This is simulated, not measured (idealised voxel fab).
process module | voxel wiring stack
cross-section cut | 225 nm wide | cells 5 nm
A cross-section is a grid of square cells, given in bands from the top down. A band is one or more rows of cells.
Each band's line starts with the height of the band's top and of its bottom, in nm. Then come its materials from left to right, each with its width in nm. One material with "throughout" fills the band from edge to edge. "air" is empty space.
Height 0 is the level under which the wafer as received is all one material. The lowest band goes on downwards, as in "0 down".
A width such as "30 to 40" changes by the same amount from each row of cells to the next, from the band's top row to its bottom row.
"no change" after a step means that no cell of the cross-section changed.
closed voids: empty space of 8 cells or more with no open way to the top, each as width x height at its distance from the left edge, in nm
after a step's settings: what the simulator itself notes on the step
overlay nm, on a step with a mask: how far to the right of its planned place the mask lay; to the left if negative
Each pair below shows a cross-section before one step and the cross-section after it, down to the lowest band that changed. The line under each pair gives the step between them, with its settings. The pairs can come from different runs of this module on the same starting wafer, so a pair continues from the pair above only where its "before" says so.
before
  190 to 185: air 50 | TiN 25 | air 15 | TiN 40 | air 15 | TiN 15 | air 65
  185 to 180: air 50 | TiN 5 | SiO2 15 | TiN 5 | air 15 | TiN 5 | SiO2 5 | TiN 10 | SiO2 15 | TiN 5 | air 15 | TiN 5 | SiO2 5 | TiN 5 | air 65
  180 to 175: TiN 55 | SiO2 15 | TiN 5 | air 15 | TiN 5 | SiO2 5 | TiN 10 | SiO2 15 | TiN 5 | air 15 | TiN 5 | SiO2 5 | TiN 70
  175 to 170: SiO2 70 | TiN 5 | air 15 | TiN 5 | SiO2 30 | TiN 5 | air 15 | TiN 5 | SiO2 75
  170 to 165: SiO2 55 | SiN 15 | TiN 25 | SiN 5 | SiO2 10 | SiN 15 | TiN 25 | SiN 5 | SiO2 70
  165 to 160: SiO2 55 | SiN 5 | Ru 35 | SiN 5 | SiO2 10 | SiN 5 | Ru 35 | SiN 5 | SiO2 70
  160 to 155: SiN 60 | Ru 35 | SiN 20 | Ru 35 | SiN 75
  155 to 140: lowk 70 | Ru 15 | lowk 40 | Ru 15 | lowk 85
  140 to 135: SiCN 70 | Ru 15 | SiCN 40 | Ru 15 | SiCN 85
  135 to 125: lowk 70 | TiN 5 | Cu 15 | TiN 5 | lowk 30 | TiN 5 | Cu 15 | TiN 5 | lowk 75
  125 to 120: lowk 70 | TiN 5 | Cu 5 | TiN 15 | lowk 30 | TiN 25 | lowk 75
  120 to 105: lowk 70 | TiN 5 | Cu 5 | TiN 5 | lowk 140
  105 to 100: SiCN 70 | TiN 15 | SiCN 140
  100 to 75: lowk 70 | W 25 | lowk 30 | W 25 | lowk 75
  75 to 70: lowk 70 | TiN 25 | lowk 30 | TiN 25 | lowk 75
  70 to 50: SiO2 70 | TiN 5 | Cu 5 | TiN 5 | SiO2 140
  50 to 45: SiCN 70 | TiN 15 | SiCN 140
  45 to 40: SiCN 65 | Ru 35 | SiCN 20 | Ru 35 | SiCN 70
  40 to 20: lowk 70 | TiN 5 | Cu 15 | TiN 5 | lowk 30 | TiN 5 | Cu 15 | TiN 5 | lowk 75
  20 to 15: SiN 70 | TiN 25 | SiN 30 | TiN 25 | SiN 75
  15 to 0: SiO2 throughout
  0 down: Si throughout
  closed voids: none
after
  195 to 190: Ru throughout
  190 to 185: Ru 50 | TiN 25 | Ru 15 | TiN 40 | Ru 15 | TiN 15 | Ru 65
  185 to 180: Ru 50 | TiN 5 | SiO2 15 | TiN 5 | Ru 15 | TiN 5 | SiO2 5 | TiN 10 | SiO2 15 | TiN 5 | Ru 15 | TiN 5 | SiO2 5 | TiN 5 | Ru 65
  180 to 175: TiN 55 | SiO2 15 | TiN 5 | Ru 15 | TiN 5 | SiO2 5 | TiN 10 | SiO2 15 | TiN 5 | Ru 15 | TiN 5 | SiO2 5 | TiN 70
  175 to 170: SiO2 70 | TiN 5 | Ru 15 | TiN 5 | SiO2 30 | TiN 5 | Ru 15 | TiN 5 | SiO2 75
  below 170: unchanged
  closed voids: none
the step between: op FILL_DEP | material Ru | thk nm 5
before: the cross-section after the pair above
after
  175 to 170: SiO2 70 | TiN 5 | Ru 15 | TiN 5 | SiO2 30 | TiN 5 | Ru 15 | TiN 5 | SiO2 75
  below 170: unchanged
  closed voids: none
the step between: op CMP | height nm 175
before: the cross-section after the pair above
after
  180 to 175: SiN throughout
  below 175: unchanged
  closed voids: none
the step between: op CONFORMAL_DEP | material SiN | thk nm 5
before
  100 to 75: lowk 70 | W 25 | lowk 30 | W 25 | lowk 75
  75 to 70: lowk 70 | TiN 25 | lowk 30 | TiN 25 | lowk 75
  70 to 50: SiO2 70 | TiN 5 | Cu 5 | TiN 5 | SiO2 140
  50 to 45: SiCN 70 | TiN 15 | SiCN 140
  45 to 40: SiCN 65 | Ru 35 | SiCN 20 | Ru 35 | SiCN 70
  40 to 20: lowk 70 | TiN 5 | Cu 15 | TiN 5 | lowk 30 | TiN 5 | Cu 15 | TiN 5 | lowk 75
  20 to 15: SiN 70 | TiN 25 | SiN 30 | TiN 25 | SiN 75
  15 to 0: SiO2 throughout
  0 down: Si throughout
  closed voids: none
after
  130 to 100: lowk throughout
  below 100: unchanged
  closed voids: none
the step between: op DIRECTIONAL_DEP | material lowk | thk nm 30
before: the cross-section after the pair above
after
  135 to 130: SiCN throughout
  below 130: unchanged
  closed voids: none
the step between: op CONFORMAL_DEP | material SiCN | thk nm 5
before: the cross-section after the pair above
after
  155 to 135: resist 70 | air 25 | resist 30 | air 25 | resist 75
  below 135: unchanged
  closed voids: none
the step between: op PATTERN | tone open | mask id METAL_3 | material resist | width nm 25 | pitch nm 55 | thk nm 20 | overlay nm 0
before: the cross-section after the pair above
after
  135 to 130: SiCN throughout
  below 130: unchanged
  closed voids: none
the step between: op STRIP | etch materials resist
before: the cross-section after the pair above
after
  135 to 130: SiCN 70 | air 15 | SiCN 140
  below 130: unchanged
  closed voids: none
the step between: op MASKED_ETCH | tone open | mask id METAL_3_HOLES | width nm 15 | etch materials SiCN | depth nm 5 | overlay nm 0
before: the cross-section after the pair above
after
  140 to 135: TiN 75 | air 5 | TiN 145
  135 to 130: SiCN 70 | TiN 15 | SiCN 140
  below 130: unchanged
  closed voids: none
the step between: op CONFORMAL_DEP | material TiN | thk nm 5
before: the cross-section after the pair above
after
  145 to 140: Cu throughout
  140 to 135: TiN 75 | Cu 5 | TiN 145
  below 135: unchanged
  closed voids: none
the step between: op FILL_DEP | material Cu | thk nm 5
before: the cross-section after the pair above
after
  135 to 130: SiCN 70 | TiN 15 | SiCN 140
  below 130: unchanged
  closed voids: none
the step between: op CMP | height nm 135
before: the cross-section after the pair above
after
  140 to 135: SiCN throughout
  below 135: unchanged
  closed voids: none
the step between: op CONFORMAL_DEP | material SiCN | thk nm 5
before: the cross-section after the pair above
after
  155 to 140: lowk throughout
  below 140: unchanged
  closed voids: none
the step between: op DIRECTIONAL_DEP | material lowk | thk nm 15
before: the cross-section after the pair above
after
  155 to 140: lowk 70 | air 15 | lowk 40 | air 15 | lowk 85
  below 140: unchanged
  closed voids: none
the step between: op MASKED_ETCH | tone open | mask id PLUG_3 | width nm 15 | pitch nm 55 | etch materials lowk | depth nm 15 | overlay nm 0
before: the cross-section after the pair above
after
  155 to 140: lowk 70 | air 15 | lowk 40 | air 15 | lowk 85
  140 to 135: SiCN 70 | air 15 | SiCN 40 | air 15 | SiCN 85
  below 135: unchanged
  closed voids: none
the step between: op MASKED_ETCH | tone open | mask id PLUG_3 | width nm 15 | pitch nm 55 | etch materials SiCN | depth nm 5 | overlay nm 0
before: the cross-section after the pair above
after
  155 to 145: lowk 70 | air 15 | lowk 40 | air 15 | lowk 85
  145 to 140: lowk 70 | Ru 15 | lowk 40 | air 15 | lowk 85
  140 to 135: SiCN 70 | Ru 15 | SiCN 40 | air 15 | SiCN 85
  below 135: unchanged
  closed voids: none
the step between: op EPI | material Ru | thk nm 10
before: the cross-section after the pair above
after
  155 to 140: lowk 70 | Ru 15 | lowk 40 | air 15 | lowk 85
  below 140: unchanged
  closed voids: none
the step between: op EPI | material Ru | thk nm 10
before: the cross-section after the pair above
after
  160 to 155: SiN 130 | air 5 | SiN 90
  155 to 140: lowk 70 | Ru 15 | lowk 40 | SiN 5 | air 5 | SiN 5 | lowk 85
  140 to 135: SiCN 70 | Ru 15 | SiCN 40 | SiN 15 | SiCN 85
  below 135: unchanged
  closed voids: none
the step between: op CONFORMAL_DEP | material SiN | thk nm 5
before: the cross-section after the pair above
after
  175 to 160: SiO2 130 | air 5 | SiO2 90
  160 to 155: SiN 130 | air 5 | SiN 90
  155 to 140: lowk 70 | Ru 15 | lowk 40 | SiN 5 | SiO2 5 | SiN 5 | lowk 85
  below 140: unchanged
  closed voids: none
the step between: op DIRECTIONAL_DEP | material SiO2 | thk nm 15
before: the cross-section after the pair above
after
  175 to 160: SiO2 70 | air 25 | SiO2 30 | air 25 | SiO2 75
  160 to 155: SiN 130 | air 5 | SiN 90
  155 to 140: lowk 70 | Ru 15 | lowk 40 | SiN 5 | air 5 | SiN 5 | lowk 85
  below 140: unchanged
  closed voids: none
the step between: op MASKED_ETCH | tone open | mask id METAL_4 | width nm 25 | pitch nm 55 | etch materials SiO2 | depth nm 15 | overlay nm 0
before: the cross-section after the pair above
after
  175 to 160: SiO2 70 | air 25 | SiO2 30 | air 25 | SiO2 75
  160 to 155: SiN 70 | air 25 | SiN 30 | air 25 | SiN 75
  155 to 140: lowk 70 | Ru 15 | lowk 40 | SiN 5 | air 5 | SiN 5 | lowk 85
  140 to 135: SiCN 70 | Ru 15 | SiCN 40 | SiN 5 | air 5 | SiN 5 | SiCN 85
  below 135: unchanged
  closed voids: none
the step between: op MASKED_ETCH | tone open | mask id METAL_4 | width nm 25 | pitch nm 55 | etch materials SiN | depth nm 5 | overlay nm 0
before: the cross-section after the pair above
after
  180 to 175: TiN 75 | air 15 | TiN 40 | air 15 | TiN 80
  175 to 160: SiO2 70 | TiN 5 | air 15 | TiN 5 | SiO2 30 | TiN 5 | air 15 | TiN 5 | SiO2 75
  160 to 155: SiN 70 | TiN 25 | SiN 30 | TiN 25 | SiN 75
  155 to 140: lowk 70 | Ru 15 | lowk 40 | SiN 5 | TiN 5 | SiN 5 | lowk 85
  140 to 135: SiCN 70 | Ru 15 | SiCN 40 | SiN 5 | TiN 5 | SiN 5 | SiCN 85
  below 135: unchanged
  closed voids: none
the step between: op CONFORMAL_DEP | material TiN | thk nm 5
before: the cross-section after the pair above
after
  185 to 180: Ru throughout
  180 to 175: TiN 75 | Ru 15 | TiN 40 | Ru 15 | TiN 80
  175 to 160: SiO2 70 | TiN 5 | Ru 15 | TiN 5 | SiO2 30 | TiN 5 | Ru 15 | TiN 5 | SiO2 75
  below 160: unchanged
  closed voids: none
the step between: op FILL_DEP | material Ru | thk nm 5
before: the cross-section after the pair above
after
  175 to 160: SiO2 70 | TiN 5 | Ru 15 | TiN 5 | SiO2 30 | TiN 5 | Ru 15 | TiN 5 | SiO2 75
  below 160: unchanged
  closed voids: none
the step between: op CMP | height nm 175
before: the cross-section after the pair above
after
  180 to 175: SiN throughout
  below 175: unchanged
  closed voids: none
the step between: op CONFORMAL_DEP | material SiN | thk nm 5
before
  50 to 45: SiCN throughout
  45 to 40: SiCN 65 | Ru 35 | SiCN 20 | Ru 35 | SiCN 70
  40 to 20: lowk 70 | TiN 5 | Cu 15 | TiN 5 | lowk 30 | TiN 5 | Cu 15 | TiN 5 | lowk 75
  20 to 15: SiN 70 | TiN 25 | SiN 30 | TiN 25 | SiN 75
  15 to 0: SiO2 throughout
  0 down: Si throughout
  closed voids: none
after
  60 to 50: SiO2 throughout
  below 50: unchanged
  closed voids: none
the step between: op DIRECTIONAL_DEP | material SiO2 | thk nm 10
before: the cross-section after the pair above
after
  60 to 50: SiO2 70 | air 15 | SiO2 140
  below 50: unchanged
  closed voids: none
the step between: op MASKED_ETCH | tone open | mask id PLUG_1 | width nm 15 | etch materials SiO2 | depth nm 20 | overlay nm 0
before: the cross-section after the pair above
after
  60 to 50: SiO2 70 | air 15 | SiO2 140
  50 to 45: SiCN 70 | air 15 | SiCN 140
  below 45: unchanged
  closed voids: none
the step between: op MASKED_ETCH | tone open | mask id PLUG_1 | width nm 15 | etch materials SiCN | depth nm 5 | overlay nm 0
before: the cross-section after the pair above
after
  65 to 60: TiN 75 | air 5 | TiN 145
  60 to 50: SiO2 70 | TiN 5 | air 5 | TiN 5 | SiO2 140
  50 to 45: SiCN 70 | TiN 15 | SiCN 140
  below 45: unchanged
  closed voids: none
the step between: op CONFORMAL_DEP | material TiN | thk nm 5
before: the cross-section after the pair above
after
  70 to 65: Cu throughout
  65 to 60: TiN 75 | Cu 5 | TiN 145
  60 to 50: SiO2 70 | TiN 5 | Cu 5 | TiN 5 | SiO2 140
  below 50: unchanged
  closed voids: none
the step between: op FILL_DEP | material Cu | thk nm 5
before: the cross-section after the pair above
after
  75 to 70: TiN throughout
  below 70: unchanged
  closed voids: none
the step between: op DIRECTIONAL_DEP | material TiN | thk nm 5
before: the cross-section after the pair above
after
  100 to 75: W throughout
  below 75: unchanged
  closed voids: none
the step between: op DIRECTIONAL_DEP | material W | thk nm 25
before: the cross-section after the pair above
after
  110 to 100: aC throughout
  below 100: unchanged
  closed voids: none
the step between: op DIRECTIONAL_DEP | material aC | thk nm 10
before: the cross-section after the pair above
after
  140 to 110: air 70 | resist 25 | air 30 | resist 25 | air 75
  below 110: unchanged
  closed voids: none
the step between: op PATTERN | tone cover | mask id METAL_2 | material resist | width nm 25 | pitch nm 55 | thk nm 30 | overlay nm 0
before: the cross-section after the pair above
after
  130 to 110: air 70 | resist 25 | air 30 | resist 25 | air 75
  110 to 100: air 70 | aC 25 | air 30 | aC 25 | air 75
  below 100: unchanged
  closed voids: none
the step between: op DIRECTIONAL_ETCH | etch materials aC | depth nm 10
before: the cross-section after the pair above
after
  110 to 100: air 70 | aC 25 | air 30 | aC 25 | air 75
  below 100: unchanged
  closed voids: none
the step between: op STRIP | etch materials resist
before: the cross-section after the pair above
after
  110 to 100: air 70 | aC 25 | air 30 | aC 25 | air 75
  100 to 75: air 70 | W 25 | air 30 | W 25 | air 75
  below 75: unchanged
  closed voids: none
the step between: op DIRECTIONAL_ETCH | etch materials W | depth nm 25
before: the cross-section after the pair above
after
  110 to 100: air 70 | aC 25 | air 30 | aC 25 | air 75
  100 to 75: air 70 | W 25 | air 30 | W 25 | air 75
  75 to 70: air 70 | TiN 25 | air 30 | TiN 25 | air 75
  below 70: unchanged
  closed voids: none
the step between: op DIRECTIONAL_ETCH | etch materials TiN | depth nm 5
before: the cross-section after the pair above
after
  100 to 75: air 70 | W 25 | air 30 | W 25 | air 75
  below 75: unchanged
  closed voids: none
the step between: op STRIP | etch materials aC
before: the cross-section after the pair above
after
  105 to 100: lowk throughout
  100 to 75: lowk 70 | W 25 | lowk 30 | W 25 | lowk 75
  75 to 70: lowk 70 | TiN 25 | lowk 30 | TiN 25 | lowk 75
  below 70: unchanged
  closed voids: none
the step between: op FILL_DEP | material lowk | thk nm 5
before: the cross-section after the pair above
after
  100 to 75: lowk 70 | W 25 | lowk 30 | W 25 | lowk 75
  below 75: unchanged
  closed voids: none
the step between: op CMP | height nm 100
before: the cross-section after the pair above
after
  105 to 100: SiCN throughout
  below 100: unchanged
  closed voids: none
the step between: op CONFORMAL_DEP | material SiCN | thk nm 5
before: the cross-section after the pair above
after
  135 to 105: lowk throughout
  below 105: unchanged
  closed voids: none
the step between: op DIRECTIONAL_DEP | material lowk | thk nm 30
before: the cross-section after the pair above
after
  155 to 135: resist 70 | air 25 | resist 30 | air 25 | resist 75
  below 135: unchanged
  closed voids: none
the step between: op PATTERN | tone open | mask id METAL_3 | material resist | width nm 25 | pitch nm 55 | thk nm 20 | overlay nm 0
before: the cross-section after the pair above
after
  155 to 135: resist 70 | air 25 | resist 30 | air 25 | resist 75
  135 to 120: lowk 70 | air 25 | lowk 30 | air 25 | lowk 75
  below 120: unchanged
  closed voids: none
the step between: op DIRECTIONAL_ETCH | etch materials lowk | depth nm 15
before: the cross-section after the pair above
after
  135 to 120: lowk 70 | air 25 | lowk 30 | air 25 | lowk 75
  below 120: unchanged
  closed voids: none
the step between: op STRIP | etch materials resist
before: the cross-section after the pair above
after
  135 to 120: lowk 70 | air 25 | lowk 30 | air 25 | lowk 75
  120 to 105: lowk 70 | air 15 | lowk 140
  below 105: unchanged
  closed voids: none
the step between: op MASKED_ETCH | tone open | mask id METAL_3_HOLES | width nm 15 | etch materials lowk | depth nm 15 | overlay nm 0
before: the cross-section after the pair above
after
  135 to 120: lowk 70 | air 25 | lowk 30 | air 25 | lowk 75
  120 to 105: lowk 70 | air 15 | lowk 140
  105 to 100: SiCN 70 | air 15 | SiCN 140
  below 100: unchanged
  closed voids: none
the step between: op MASKED_ETCH | tone open | mask id METAL_3_HOLES | width nm 15 | etch materials SiCN | depth nm 5 | overlay nm 0
before: the cross-section after the pair above
after
  140 to 135: TiN 75 | air 15 | TiN 40 | air 15 | TiN 80
  135 to 125: lowk 70 | TiN 5 | air 15 | TiN 5 | lowk 30 | TiN 5 | air 15 | TiN 5 | lowk 75
  125 to 120: lowk 70 | TiN 5 | air 5 | TiN 15 | lowk 30 | TiN 25 | lowk 75
  120 to 105: lowk 70 | TiN 5 | air 5 | TiN 5 | lowk 140
  105 to 100: SiCN 70 | TiN 15 | SiCN 140
  below 100: unchanged
  closed voids: none
the step between: op CONFORMAL_DEP | material TiN | thk nm 5
before: the cross-section after the pair above
after
  145 to 140: Cu throughout
  140 to 135: TiN 75 | Cu 15 | TiN 40 | Cu 15 | TiN 80
  135 to 125: lowk 70 | TiN 5 | Cu 15 | TiN 5 | lowk 30 | TiN 5 | Cu 15 | TiN 5 | lowk 75
  125 to 120: lowk 70 | TiN 5 | Cu 5 | TiN 15 | lowk 30 | TiN 25 | lowk 75
  120 to 105: lowk 70 | TiN 5 | Cu 5 | TiN 5 | lowk 140
  below 105: unchanged
  closed voids: none
the step between: op FILL_DEP | material Cu | thk nm 5
before: the cross-section after the pair above
after
  135 to 125: lowk 70 | TiN 5 | Cu 15 | TiN 5 | lowk 30 | TiN 5 | Cu 15 | TiN 5 | lowk 75
  below 125: unchanged
  closed voids: none
the step between: op CMP | height nm 135
before: the cross-section after the pair above
after
  140 to 135: SiCN throughout
  below 135: unchanged
  closed voids: none
the step between: op CONFORMAL_DEP | material SiCN | thk nm 5
before: the cross-section after the pair above
after
  155 to 140: lowk throughout
  below 140: unchanged
  closed voids: none
the step between: op DIRECTIONAL_DEP | material lowk | thk nm 15
before: the cross-section after the pair above
after
  155 to 140: lowk 70 | air 15 | lowk 40 | air 15 | lowk 85
  below 140: unchanged
  closed voids: none
the step between: op MASKED_ETCH | tone open | mask id PLUG_3 | width nm 15 | pitch nm 55 | etch materials lowk | depth nm 15 | overlay nm 0
before: the cross-section after the pair above
after
  155 to 140: lowk 70 | air 15 | lowk 40 | air 15 | lowk 85
  140 to 135: SiCN 70 | air 15 | SiCN 40 | air 15 | SiCN 85
  below 135: unchanged
  closed voids: none
the step between: op MASKED_ETCH | tone open | mask id PLUG_3 | width nm 15 | pitch nm 55 | etch materials SiCN | depth nm 5 | overlay nm 0
before: the cross-section after the pair above
after
  155 to 145: lowk 70 | air 15 | lowk 40 | air 15 | lowk 85
  145 to 140: lowk 70 | Ru 15 | lowk 40 | Ru 15 | lowk 85
  140 to 135: SiCN 70 | Ru 15 | SiCN 40 | Ru 15 | SiCN 85
  below 135: unchanged
  closed voids: none
the step between: op EPI | material Ru | thk nm 10
before: the cross-section after the pair above
after
  155 to 140: lowk 70 | Ru 15 | lowk 40 | Ru 15 | lowk 85
  below 140: unchanged
  closed voids: none
the step between: op EPI | material Ru | thk nm 10
before: the cross-section after the pair above
after
  160 to 155: SiN throughout
  below 155: unchanged
  closed voids: none
the step between: op CONFORMAL_DEP | material SiN | thk nm 5
before: the cross-section after the pair above
after
  175 to 160: SiO2 throughout
  below 160: unchanged
  closed voids: none
the step between: op DIRECTIONAL_DEP | material SiO2 | thk nm 15
before: the cross-section after the pair above
after
  175 to 160: SiO2 70 | air 25 | SiO2 30 | air 25 | SiO2 75
  below 160: unchanged
  closed voids: none
the step between: op MASKED_ETCH | tone open | mask id METAL_4 | width nm 25 | pitch nm 55 | etch materials SiO2 | depth nm 15 | overlay nm 0
before: the cross-section after the pair above
after
  175 to 160: SiO2 70 | air 25 | SiO2 30 | air 25 | SiO2 75
  160 to 155: SiN 70 | air 25 | SiN 30 | air 25 | SiN 75
  below 155: unchanged
  closed voids: none
the step between: op MASKED_ETCH | tone open | mask id METAL_4 | width nm 25 | pitch nm 55 | etch materials SiN | depth nm 5 | overlay nm 0
before: the cross-section after the pair above
after
  180 to 175: TiN 75 | air 15 | TiN 40 | air 15 | TiN 80
  175 to 160: SiO2 70 | TiN 5 | air 15 | TiN 5 | SiO2 30 | TiN 5 | air 15 | TiN 5 | SiO2 75
  160 to 155: SiN 70 | TiN 25 | SiN 30 | TiN 25 | SiN 75
  below 155: unchanged
  closed voids: none
the step between: op CONFORMAL_DEP | material TiN | thk nm 5
before: the cross-section after the pair above
after
  185 to 180: Ru throughout
  180 to 175: TiN 75 | Ru 15 | TiN 40 | Ru 15 | TiN 80
  175 to 160: SiO2 70 | TiN 5 | Ru 15 | TiN 5 | SiO2 30 | TiN 5 | Ru 15 | TiN 5 | SiO2 75
  below 160: unchanged
  closed voids: none
the step between: op FILL_DEP | material Ru | thk nm 5
before: the cross-section after the pair above
after
  175 to 160: SiO2 70 | TiN 5 | Ru 15 | TiN 5 | SiO2 30 | TiN 5 | Ru 15 | TiN 5 | SiO2 75
  below 160: unchanged
  closed voids: none
the step between: op CMP | height nm 175
before: the cross-section after the pair above
after
  180 to 175: SiN throughout
  below 175: unchanged
  closed voids: none
the step between: op CONFORMAL_DEP | material SiN | thk nm 5
before
  175 to 160: SiO2 70 | air 25 | SiO2 30 | air 25 | SiO2 75
  160 to 155: SiN throughout
  155 to 140: lowk 70 | Ru 15 | lowk 40 | Ru 15 | lowk 85
  140 to 135: SiCN 70 | Ru 15 | SiCN 40 | Ru 15 | SiCN 85
  135 to 125: lowk 70 | TiN 5 | Cu 15 | TiN 5 | lowk 30 | TiN 5 | Cu 15 | TiN 5 | lowk 75
  125 to 120: lowk 70 | TiN 5 | Cu 5 | TiN 15 | lowk 30 | TiN 25 | lowk 75
  120 to 105: lowk 70 | TiN 5 | Cu 5 | TiN 5 | lowk 140
  105 to 100: SiCN 70 | TiN 15 | SiCN 140
  100 to 75: lowk 70 | W 25 | lowk 30 | W 25 | lowk 75
  75 to 70: lowk 70 | TiN 25 | lowk 30 | TiN 25 | lowk 75
  70 to 50: SiO2 70 | TiN 5 | Cu 5 | TiN 5 | SiO2 140
  50 to 45: SiCN 70 | TiN 15 | SiCN 140
  45 to 40: SiCN 65 | Ru 35 | SiCN 20 | Ru 35 | SiCN 70
  40 to 20: lowk 70 | TiN 5 | Cu 15 | TiN 5 | lowk 30 | TiN 5 | Cu 15 | TiN 5 | lowk 75
  20 to 15: SiN 70 | TiN 25 | SiN 30 | TiN 25 | SiN 75
  15 to 0: SiO2 throughout
  0 down: Si throughout
  closed voids: none
after
  175 to 160: SiO2 70 | air 25 | SiO2 30 | air 25 | SiO2 75
  160 to 155: SiN 75 | air 15 | SiN 40 | air 15 | SiN 80
  below 155: unchanged
  closed voids: none
the step between: op MASKED_ETCH | tone open | mask id METAL_4 | width nm 15 | pitch nm 55 | etch materials SiN | depth nm 5 | overlay nm 0
before: the cross-section after the pair above
after
  180 to 175: TiN 75 | air 15 | TiN 40 | air 15 | TiN 80
  175 to 165: SiO2 70 | TiN 5 | air 15 | TiN 5 | SiO2 30 | TiN 5 | air 15 | TiN 5 | SiO2 75
  165 to 160: SiO2 70 | TiN 10 | air 5 | TiN 10 | SiO2 30 | TiN 10 | air 5 | TiN 10 | SiO2 75
  160 to 155: SiN 75 | TiN 15 | SiN 40 | TiN 15 | SiN 80
  below 155: unchanged
  closed voids: none
the step between: op CONFORMAL_DEP | material TiN | thk nm 5
before: the cross-section after the pair above
after
  185 to 180: Ru throughout
  180 to 175: TiN 75 | Ru 15 | TiN 40 | Ru 15 | TiN 80
  175 to 165: SiO2 70 | TiN 5 | Ru 15 | TiN 5 | SiO2 30 | TiN 5 | Ru 15 | TiN 5 | SiO2 75
  165 to 160: SiO2 70 | TiN 10 | Ru 5 | TiN 10 | SiO2 30 | TiN 10 | Ru 5 | TiN 10 | SiO2 75
  below 160: unchanged
  closed voids: none
the step between: op FILL_DEP | material Ru | thk nm 5
before: the cross-section after the pair above
after
  175 to 165: SiO2 70 | TiN 5 | Ru 15 | TiN 5 | SiO2 30 | TiN 5 | Ru 15 | TiN 5 | SiO2 75
  below 165: unchanged
  closed voids: none
the step between: op CMP | height nm 175
before: the cross-section after the pair above
after
  180 to 175: SiN throughout
  below 175: unchanged
  closed voids: none
the step between: op CONFORMAL_DEP | material SiN | thk nm 5
before
  155 to 140: lowk throughout
  140 to 135: SiCN throughout
  135 to 125: lowk 70 | TiN 5 | Cu 15 | TiN 5 | lowk 30 | TiN 5 | Cu 15 | TiN 5 | lowk 75
  125 to 120: lowk 70 | TiN 5 | Cu 5 | TiN 15 | lowk 30 | TiN 25 | lowk 75
  120 to 105: lowk 70 | TiN 5 | Cu 5 | TiN 5 | lowk 140
  105 to 100: SiCN 70 | TiN 15 | SiCN 140
  100 to 75: lowk 70 | W 25 | lowk 30 | W 25 | lowk 75
  75 to 70: lowk 70 | TiN 25 | lowk 30 | TiN 25 | lowk 75
  70 to 50: SiO2 70 | TiN 5 | Cu 5 | TiN 5 | SiO2 140
  50 to 45: SiCN 70 | TiN 15 | SiCN 140
  45 to 40: SiCN 65 | Ru 35 | SiCN 20 | Ru 35 | SiCN 70
  40 to 20: lowk 70 | TiN 5 | Cu 15 | TiN 5 | lowk 30 | TiN 5 | Cu 15 | TiN 5 | lowk 75
  20 to 15: SiN 70 | TiN 25 | SiN 30 | TiN 25 | SiN 75
  15 to 0: SiO2 throughout
  0 down: Si throughout
  closed voids: none
after
  155 to 140: lowk 65 | air 15 | lowk 40 | air 15 | lowk 90
  below 140: unchanged
  closed voids: none
the step between: op MASKED_ETCH | tone open | mask id PLUG_3 | width nm 15 | pitch nm 55 | etch materials lowk | depth nm 15 | overlay nm -5
before: the cross-section after the pair above
after
  155 to 140: lowk 65 | air 15 | lowk 40 | air 15 | lowk 90
  140 to 135: SiCN 70 | air 10 | SiCN 45 | air 10 | SiCN 90
  below 135: unchanged
  closed voids: none
the step between: op MASKED_ETCH | tone open | mask id PLUG_3 | width nm 15 | pitch nm 55 | etch materials SiCN | depth nm 5 | overlay nm 0
before: the cross-section after the pair above
after
  155 to 145: lowk 65 | air 15 | lowk 40 | air 15 | lowk 90
  145 to 140: lowk 65 | Ru 15 | lowk 40 | Ru 15 | lowk 90
  140 to 135: SiCN 70 | Ru 10 | SiCN 45 | Ru 10 | SiCN 90
  below 135: unchanged
  closed voids: none
the step between: op EPI | material Ru | thk nm 10
before: the cross-section after the pair above
after
  155 to 140: lowk 65 | Ru 15 | lowk 40 | Ru 15 | lowk 90
  below 140: unchanged
  closed voids: none
the step between: op EPI | material Ru | thk nm 10
before: the cross-section after the pair above
after
  160 to 155: SiN throughout
  below 155: unchanged
  closed voids: none
the step between: op CONFORMAL_DEP | material SiN | thk nm 5
before: the cross-section after the pair above
after
  175 to 160: SiO2 throughout
  below 160: unchanged
  closed voids: none
the step between: op DIRECTIONAL_DEP | material SiO2 | thk nm 15
before: the cross-section after the pair above
after
  175 to 160: SiO2 70 | air 25 | SiO2 30 | air 25 | SiO2 75
  below 160: unchanged
  closed voids: none
the step between: op MASKED_ETCH | tone open | mask id METAL_4 | width nm 25 | pitch nm 55 | etch materials SiO2 | depth nm 15 | overlay nm 0
before: the cross-section after the pair above
after
  175 to 160: SiO2 70 | air 25 | SiO2 30 | air 25 | SiO2 75
  160 to 155: SiN 70 | air 25 | SiN 30 | air 25 | SiN 75
  below 155: unchanged
  closed voids: none
the step between: op MASKED_ETCH | tone open | mask id METAL_4 | width nm 25 | pitch nm 55 | etch materials SiN | depth nm 5 | overlay nm 0
before: the cross-section after the pair above
after
  180 to 175: TiN 75 | air 15 | TiN 40 | air 15 | TiN 80
  175 to 160: SiO2 70 | TiN 5 | air 15 | TiN 5 | SiO2 30 | TiN 5 | air 15 | TiN 5 | SiO2 75
  160 to 155: SiN 70 | TiN 25 | SiN 30 | TiN 25 | SiN 75
  below 155: unchanged
  closed voids: none
the step between: op CONFORMAL_DEP | material TiN | thk nm 5
before: the cross-section after the pair above
after
  185 to 180: Ru throughout
  180 to 175: TiN 75 | Ru 15 | TiN 40 | Ru 15 | TiN 80
  175 to 160: SiO2 70 | TiN 5 | Ru 15 | TiN 5 | SiO2 30 | TiN 5 | Ru 15 | TiN 5 | SiO2 75
  below 160: unchanged
  closed voids: none
the step between: op FILL_DEP | material Ru | thk nm 5
before: the cross-section after the pair above
after
  175 to 160: SiO2 70 | TiN 5 | Ru 15 | TiN 5 | SiO2 30 | TiN 5 | Ru 15 | TiN 5 | SiO2 75
  below 160: unchanged
  closed voids: none
the step between: op CMP | height nm 175
before: the cross-section after the pair above
after
  180 to 175: SiN throughout
  below 175: unchanged
  closed voids: none
the step between: op CONFORMAL_DEP | material SiN | thk nm 5
